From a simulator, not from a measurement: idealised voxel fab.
process module | voxel wiring stack
Xsec cut, 245 nm wide, square cell size 5 nm.
Cross-section spec: square-cell grid; bands listed top down; each band is one or more rows. The entry gives the band's vertical extent as a top height and a bottom height in nm, then its horizontal make-up as materials from left to right, each with a width in nm. "blank" stands for empty space; a single material marked "edge to edge" fills the band edge to edge. Beneath 0, the wafer as received is one material, and that level is where height counting begins. The lowest band goes on downward without a bottom; it is written like "0..down". The two numbers in a width such as "30 to 40" mark its ends across the band: the first belongs to the top row of cells, the second to the bottom row, and from each row to the next the width moves by the same amount. Reading "nothing different" for a step: not a cell of the cross-section changed in it. The list in "Closed internal cavities" covers empty spaces of 8 cells or more that cannot reach the top through any open way, and it gives each as width x height at distance; the distance is from the left edge, and width, height and distance are in nm. Anything after a step's settings on that line? It's the simulator's own note about the step. overlay nm: for a step with a mask, the amount by which the mask lay right of where it was planned; a negative amount means left of it.

Listed below are the process steps as planned:
1 RECEIVE: material Si
2 CONFORMAL_DEP: material SiO2, thk nm 15
3 DIRECTIONAL_DEP: material TiN, thk nm 5
4 DIRECTIONAL_DEP: material W, thk nm 20
5 DIRECTIONAL_DEP: material aC, thk nm 15
6 PATTERN: tone cover, mask id METAL_1, material resist, width nm 20, pitch nm 50, thk nm 35, overlay nm 0
7 DIRECTIONAL_ETCH: etch materials aC, depth nm 15
8 STRIP: etch materials resist
9 DIRECTIONAL_ETCH: etch materials W, depth nm 20
10 DIRECTIONAL_ETCH: etch materials TiN, depth nm 5
11 STRIP: etch materials aC
12 FILL_DEP: material lowk, thk nm 10
13 CMP: height nm 40
14 CONFORMAL_DEP: material SiCN, thk nm 5
15 DIRECTIONAL_DEP: material SiO2, thk nm 15
16 MASKED_ETCH: tone open, mask id PLUG_1, width nm 15, etch materials SiO2, depth nm 15, overlay nm 0
17 MASKED_ETCH: tone open, mask id PLUG_1, width nm 15, etch materials SiCN, depth nm 5, overlay nm 0
18 EPI: material Ru, thk nm 10
19 EPI: material Ru, thk nm 10
20 DIRECTIONAL_DEP: material TiN, thk nm 5
21 DIRECTIONAL_DEP: material Ru, thk nm 20
22 MASKED_ETCH: tone cover, mask id METAL_2, width nm 20, pitch nm 50, etch materials Ru, depth nm 20, overlay nm 0
23 MASKED_ETCH: tone cover, mask id METAL_2, width nm 20, pitch nm 50, etch materials TiN, depth nm 5, overlay nm 0
24 CONFORMAL_DEP: material SiN, thk nm 5
25 FILL_DEP: material lowk, thk nm 10
26 CMP: height nm 85
27 CONFORMAL_DEP: material SiCN, thk nm 5
28 DIRECTIONAL_DEP: material lowk, thk nm 10
29 DIRECTIONAL_DEP: material aC, thk nm 10
30 PATTERN: tone open, mask id PLUG_2, material resist, width nm 15, thk nm 25, overlay nm 0
31 DIRECTIONAL_ETCH: etch materials aC, depth nm 10
32 STRIP: etch materials resist
33 DIRECTIONAL_ETCH: etch materials lowk, depth nm 10
34 DIRECTIONAL_ETCH: etch materials SiCN, depth nm 5
35 STRIP: etch materials aC
36 CONFORMAL_DEP: material TiN, thk nm 5
37 FILL_DEP: material Cu, thk nm 5
38 CMP: height nm 100
39 CONFORMAL_DEP: material SiN, thk nm 5
40 DIRECTIONAL_DEP: material SiO2, thk nm 15
41 PATTERN: tone open, mask id METAL_3, material resist, width nm 20, pitch nm 50, thk nm 20, overlay nm 0
42 DIRECTIONAL_ETCH: etch materials SiO2, depth nm 15
43 DIRECTIONAL_ETCH: etch materials SiN, depth nm 5
44 STRIP: etch materials resist
45 CONFORMAL_DEP: material TiN, thk nm 5
46 FILL_DEP: material W, thk nm 5
47 CMP: height nm 120
48 EPI: material Ru, thk nm 5
49 FILL_DEP: material SiCN, thk nm 5
50 DIRECTIONAL_DEP: material lowk, thk nm 30
51 MASKED_ETCH: tone open, mask id METAL_4_HOLES, width nm 15, pitch nm 50, etch materials lowk, depth nm 30, overlay nm 0
52 PATTERN: tone open, mask id METAL_4, material resist, width nm 20, pitch nm 50, thk nm 20, overlay nm -15
53 DIRECTIONAL_ETCH: etch materials lowk, depth nm 15
54 DIRECTIONAL_ETCH: etch materials SiCN, depth nm 5
55 STRIP: etch materials resist
56 CONFORMAL_DEP: material TiN, thk nm 5
57 FILL_DEP: material Cu, thk nm 5
58 CMP: height nm 160
59 CONFORMAL_DEP: material SiCN, thk nm 5
For this document, wafers share an identical start and vary in the step 52 overlay nm; the plan quotes the first wafer's value.

This is how the first of several wafers looked in cross-section when it arrived, which is after step 1:
0..down: Si edge to edge
Closed internal cavities: none

For your reference, the table is organized with a row per wafer; each row reflects the wafer at the end of the module, indicating for each material the cells gained (+) or lost (-) since receipt, and thereafter its closed voids:
overlay nm -15, +24 Cu, +56 Ru, +225 SiCN, +98 SiN, +408 SiO2, +77 TiN, +44 W, +685 lowk, Closed internal cavities: none
overlay nm -10, +20 Cu, +56 Ru, +223 SiCN, +98 SiN, +408 SiO2, +77 TiN, +44 W, +691 lowk, Closed internal cavities: none
overlay nm -5, +18 Cu, +56 Ru, +221 SiCN, +98 SiN, +408 SiO2, +75 TiN, +44 W, +697 lowk, Closed internal cavities: none
overlay nm 0, +18 Cu, +56 Ru, +221 SiCN, +98 SiN, +408 SiO2, +75 TiN, +44 W, +697 lowk, Closed internal cavities: none
overlay nm 5, +20 Cu, +56 Ru, +223 SiCN, +98 SiN, +408 SiO2, +77 TiN, +44 W, +691 lowk, Closed internal cavities: none
overlay nm 10, +24 Cu, +56 Ru, +225 SiCN, +98 SiN, +408 SiO2, +77 TiN, +44 W, +685 lowk, Closed internal cavities: none
overlay nm 15, +28 Cu, +56 Ru, +227 SiCN, +98 SiN, +408 SiO2, +77 TiN, +44 W, +679 lowk, Closed internal cavities: none
